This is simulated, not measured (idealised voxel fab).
process module | voxel fin reveal
cross-section cut | 275 nm wide | cells 5 nm
A cross-section is a grid of square cells, given in bands from the top down. A band is one or more rows of cells.
Each band's line starts with the height of the band's top and of its bottom, in nm. Then come its materials from left to right, each with its width in nm. One material with "throughout" fills the band from edge to edge. "air" is empty space.
Height 0 is the level under which the wafer as received is all one material. The lowest band goes on downwards, as in "0 down".
A width such as "30 to 40" changes by the same amount from each row of cells to the next, from the band's top row to its bottom row.
"no change" after a step means that no cell of the cross-section changed.
closed voids: empty space of 8 cells or more with no open way to the top, each as width x height at its distance from the left edge, in nm
after a step's settings: what the simulator itself notes on the step
overlay nm, on a step with a mask: how far to the right of its planned place the mask lay; to the left if negative
plan
1 op RECEIVE | material Si
2 op CONFORMAL_DEP | material SiN | thk nm 10
3 op PATTERN | tone cover | mask id FINS | material resist | width nm 15 | pitch nm 35 | thk nm 20 | overlay nm 0
4 op DIRECTIONAL_ETCH | etch materials SiN | depth nm 10
5 op DIRECTIONAL_ETCH | etch materials Si | depth nm 40
6 op STRIP | etch materials resist
7 op OXIDIZE | depth nm 5
8 op FILL_DEP | material SiO2 | thk nm 15
9 op CMP | height nm 10
10 op SELECTIVE_ETCH | etch materials SiO2 | depth nm 25
11 op STRIP | etch materials SiN
12 op CONFORMAL_DEP | material HfO2 | thk nm 5
as received, after step 1
  0 down: Si throughout
  closed voids: none
a wafer at the end: this start, this plan, one mistake
  0 to -15: air 115 | Si 5 | air 30 | Si 5 | air 120
  -15 to -45: SiO2 115 | Si 5 | SiO2 30 | Si 5 | SiO2 120
  -45 down: Si throughout
  closed voids: none
what went wrong: step 12 was left out
